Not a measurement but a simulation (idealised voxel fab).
process module | voxel capacitor over wiring
cross-section cut | 290 nm wide | cells 5 nm
A cross-section is a grid of square cells, given in bands from the top down. A band is one or more rows of cells.
Each band's line starts with the height of the band's top and of its bottom, in nm. Then come its materials from left to right, each with its width in nm. One material with "throughout" fills the band from edge to edge. "air" is empty space.
Height 0 is the level under which the wafer as received is all one material. The lowest band goes on downwards, as in "0 down".
A width such as "30 to 40" changes by the same amount from each row of cells to the next, from the band's top row to its bottom row.
"no change" after a step means that no cell of the cross-section changed.
closed voids: empty space of 8 cells or more with no open way to the top, each as width x height at its distance from the left edge, in nm
after a step's settings: what the simulator itself notes on the step
overlay nm, on a step with a mask: how far to the right of its planned place the mask lay; to the left if negative
plan
1 op RECEIVE | material Si
2 op CONFORMAL_DEP | material SiO2 | thk nm 10
3 op DIRECTIONAL_DEP | material TiN | thk nm 5
4 op DIRECTIONAL_DEP | material W | thk nm 25
5 op MASKED_ETCH | tone cover | mask id METAL_1 | width nm 20 | pitch nm 90 | etch materials W | depth nm 25 | overlay nm 0
6 op MASKED_ETCH | tone cover | mask id METAL_1 | width nm 20 | pitch nm 90 | etch materials TiN | depth nm 5 | overlay nm -15
7 op FILL_DEP | material SiO2 | thk nm 10
8 op CMP | height nm 40
9 op CONFORMAL_DEP | material SiCN | thk nm 5
10 op DIRECTIONAL_DEP | material SiO2 | thk nm 20
11 op MASKED_ETCH | tone open | mask id PLUG_1 | width nm 15 | etch materials SiO2 | depth nm 20 | overlay nm 0
12 op MASKED_ETCH | tone open | mask id PLUG_1 | width nm 15 | etch materials SiCN | depth nm 5 | overlay nm 0
13 op EPI | material Ru | thk nm 10
14 op EPI | material Ru | thk nm 10
15 op EPI | material Ru | thk nm 5
16 op DIRECTIONAL_DEP | material TiN | thk nm 10
17 op DIRECTIONAL_DEP | material HfO2 | thk nm 5
18 op DIRECTIONAL_DEP | material TiN | thk nm 5
19 op MASKED_ETCH | tone cover | mask id UPPER_PLATE | width nm 75 | etch materials TiN | depth nm 5 | overlay nm 0
20 op MASKED_ETCH | tone cover | mask id UPPER_PLATE | width nm 75 | etch materials HfO2 | depth nm 5 | overlay nm 0
21 op DIRECTIONAL_DEP | material aC | thk nm 15
22 op PATTERN | tone cover | mask id LOWER_PLATE | material resist | width nm 85 | thk nm 30 | overlay nm 0
23 op DIRECTIONAL_ETCH | etch materials aC | depth nm 15
24 op STRIP | etch materials resist
25 op DIRECTIONAL_ETCH | etch materials TiN | depth nm 10
26 op STRIP | etch materials aC
27 op FILL_DEP | material SiO2 | thk nm 15
28 op CMP | height nm 95
29 op DIRECTIONAL_DEP | material aC | thk nm 15
30 op PATTERN | tone open | mask id PLUG_2 | material resist | width nm 15 | thk nm 30 | overlay nm 0
31 op DIRECTIONAL_ETCH | etch materials aC | depth nm 15
32 op STRIP | etch materials resist
33 op DIRECTIONAL_ETCH | etch materials SiO2 | depth nm 10
34 op STRIP | etch materials aC
35 op CONFORMAL_DEP | material TiN | thk nm 5
36 op FILL_DEP | material W | thk nm 5
37 op CMP | height nm 95
38 op CONFORMAL_DEP | material SiCN | thk nm 5
varied across the wafers: overlay nm of step 6. The plan shows the first wafer's value. All wafers start alike
first wafer as received, after step 1
  0 down: Si throughout
  closed voids: none
each wafer at the end: cells of each material gained (+) or lost (-) since it was received, then its closed voids
overlay nm -15 | +15 HfO2 | +15 Ru | +113 SiCN | +908 SiO2 | +68 TiN | +41 W | closed voids: none
overlay nm -10 | +15 HfO2 | +15 Ru | +113 SiCN | +910 SiO2 | +66 TiN | +41 W | closed voids: none
overlay nm -5 | +15 HfO2 | +15 Ru | +113 SiCN | +912 SiO2 | +64 TiN | +41 W | closed voids: none
overlay nm 0 | +15 HfO2 | +15 Ru | +113 SiCN | +914 SiO2 | +62 TiN | +41 W | closed voids: none
overlay nm 5 | +15 HfO2 | +15 Ru | +113 SiCN | +912 SiO2 | +64 TiN | +41 W | closed voids: none
overlay nm 10 | +15 HfO2 | +15 Ru | +113 SiCN | +910 SiO2 | +66 TiN | +41 W | closed voids: none
overlay nm 15 | +15 HfO2 | +15 Ru | +113 SiCN | +908 SiO2 | +68 TiN | +41 W | closed voids: none
